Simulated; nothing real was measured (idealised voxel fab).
Proc. module: voxel self aligned vias
Cross-section cut: width 300 nm, square cells of 5 nm.
This document writes a cross-section as a grid whose cells are square, and gives it as bands, listed from the top down; one or more rows of cells form a band. For a band, the entry starts with two heights in nm, that of the top and then that of the bottom, and carries on with the band's materials in order from left to right, each alongside its width in nm; the word "all across" beside a single material means it fills the band edge to edge, and "air" means empty space. We count height from 0. Below that, the starting wafer is all one material. The lowest band never ends at the bottom but goes on down; see "0 -> down" for how that is written. With a width like "30 to 40", each row of cells in the band differs from the next by the same amount, the top row carrying the first number and the bottom row the second. Step note "all unchanged" = no cross-section cell changed. Basically, "Closed void listing" tells you about the enclosed voids: empty spaces with no open way to the top, 8 cells or bigger, each written width x height at distance, where distance is from the left edge, all in nm. That trailing text on a step's line, after the settings, is the simulator's own remark on the step. For masked steps, "overlay nm" on the step line gives how far right of plan the mask actually lay; a minus sign means it lay to the left.

These are the steps we planned for the process
1: RECEIVE,material Si
2: CONFORMAL_DEP,material SiO2,thk nm 10
3: CONFORMAL_DEP,material SiCN,thk nm 5
4: DIRECTIONAL_DEP,material lowk,thk nm 20
5: DIRECTIONAL_DEP,material aC,thk nm 10
6: PATTERN,tone open,mask id LINES,material resist,width nm 20,pitch nm 70,thk nm 30,overlay nm 0
7: DIRECTIONAL_ETCH,etch materials aC,depth nm 10
8: STRIP,etch materials resist
9: DIRECTIONAL_ETCH,etch materials lowk,depth nm 20
10: STRIP,etch materials aC
11: CONFORMAL_DEP,material TiN,thk nm 5
12: FILL_DEP,material W,thk nm 10
13: CMP,height nm 35
14: SELECTIVE_ETCH,etch materials W Ru TiN,depth nm 5
15: FILL_DEP,material SiN,thk nm 5
16: CMP,height nm 35
17: DIRECTIONAL_DEP,material lowk,thk nm 20
18: PATTERN,tone open,mask id VIAS,material resist,width nm 40,thk nm 20,overlay nm 0
19: DIRECTIONAL_ETCH,etch materials lowk,depth nm 20
20: DIRECTIONAL_ETCH,etch materials SiN,depth nm 5
21: STRIP,etch materials resist
22: CONFORMAL_DEP,material TiN,thk nm 5
23: FILL_DEP,material W,thk nm 10
24: CMP,height nm 55
25: CONFORMAL_DEP,material SiN,thk nm 5

Cross-section of the wafer at receipt, which is the condition after step 1
	0 -> down | Si all across
	Closed void listing: none

Figure: cross-sectional view of the wafer upon completion of the module, processed from the initial state and according to the plan depicted above, with one error introduced during execution
	60 -> 55 | SiN all across
	55 -> 40 | 95 of lowk, then 5 of TiN, then 30 of W, then 5 of TiN, then 165 of lowk
	40 -> 35 | 95 of lowk, then 10 of TiN, then 10 of W, then 20 of TiN, then 165 of lowk
	35 -> 30 | 100 of lowk, then 20 of TiN, then 50 of lowk, then 20 of SiN, then 110 of lowk
	30 -> 20 | 100 of lowk, then 5 of TiN, then 10 of W, then 5 of TiN, then 50 of lowk, then 5 of TiN, then 10 of W, then 5 of TiN, then 110 of lowk
	20 -> 15 | 100 of lowk, then 20 of TiN, then 50 of lowk, then 20 of TiN, then 110 of lowk
	15 -> 10 | SiCN all across
	10 -> 0 | SiO2 all across
	0 -> down | Si all across
	Closed void listing: none
Where did the run depart from the plan? heads up, step 6 didn't go per plan, it actually ran as PATTERN,tone open,mask id LINES,material resist,width nm 20,pitch nm 70,thk nm 30,overlay nm -5
